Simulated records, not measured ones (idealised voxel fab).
The name of this process module is voxel fin reveal.
We display cut, a cross-section 170 nm in width whose square cells are each 5 nm.
We lay out every cross-section as a grid of square cells and spell it out in bands from the top down, where one band means one or more rows of cells. For a band, the entry starts with two heights in nm, that of the top and then that of the bottom, and carries on with the band's materials in order from left to right, each alongside its width in nm; the word "all across" beside a single material means it fills the band edge to edge, and "air" means empty space. The reference from which all heights are counted is 0, the level beneath which the as-received wafer is entirely one material; the lowest band, having no lower bound, proceeds downward and is written after the example "z 0 and below". Quick explanation for "30 to 40": the width changes in equal steps down the rows of cells, from the first number in the band's top row to the second number in its bottom row. "remained the same" means the step left every cell of the cross-section as it was. Entry "Cavities, closed". Content: empty spaces with no open connection to the top, size 8 cells or greater. Each: width x height at distance. Distance: from left edge. Unit: nm. Text after the settings on a step's line: the simulator's own remark on that step. overlay nm: right-of-plan distance of the mask on a masked step; negative values mean left-of-plan.

BELOW IS THE LIST OF PLANNED PROCESS STEPS
step 1: RECEIVE with material Si
step 2: CONFORMAL_DEP with material SiN, thk nm 5
step 3: PATTERN with tone cover, mask id FINS, material resist, width nm 15, pitch nm 35, thk nm 15, overlay nm 0
step 4: DIRECTIONAL_ETCH with etch materials SiN, depth nm 5
step 5: DIRECTIONAL_ETCH with etch materials Si, depth nm 40
step 6: STRIP with etch materials resist
step 7: OXIDIZE with depth nm 5
step 8: FILL_DEP with material SiO2, thk nm 5
step 9: CMP with height nm 5
step 10: SELECTIVE_ETCH with etch materials SiO2, depth nm 30
step 11: STRIP with etch materials SiN
step 12: CONFORMAL_DEP with material HfO2, thk nm 5

INCOMING WAFER, CROSS-SECTIONAL VIEW, POST STEP 1
    z 0 and below | Si all across
    Cavities, closed: none

THIS IS HOW THE WAFER LOOKS IN CROSS-SECTION ONCE THE MODULE IS DONE, GIVEN THE STARTING STATE AND PLAN ABOVE AND ONE MISTAKE IN CARRYING THE PLAN OUT
    z 10 to 5 | air 35, HfO2 25, air 10, HfO2 25, air 10, HfO2 25, air 40
    z 5 to 0 | air 35, HfO2 5, SiN 15, HfO2 5, air 10, HfO2 5, SiN 15, HfO2 5, air 10, HfO2 5, SiN 15, HfO2 5, air 40
    z 0 to -5 | air 35, HfO2 10, Si 5, HfO2 10, air 10, HfO2 10, Si 5, HfO2 10, air 10, HfO2 10, Si 5, HfO2 10, air 40
    z -5 to -40 | air 40, HfO2 5, Si 5, HfO2 5, air 20, HfO2 5, Si 5, HfO2 5, air 20, HfO2 5, Si 5, HfO2 5, air 45
    z -40 to -45 | HfO2 45, Si 5, HfO2 30, Si 5, HfO2 30, Si 5, HfO2 50
    z -45 and below | Si all across
    Cavities, closed: none
Diagnosis: step 11 off recipe, ran as STRIP with etch materials SiO2
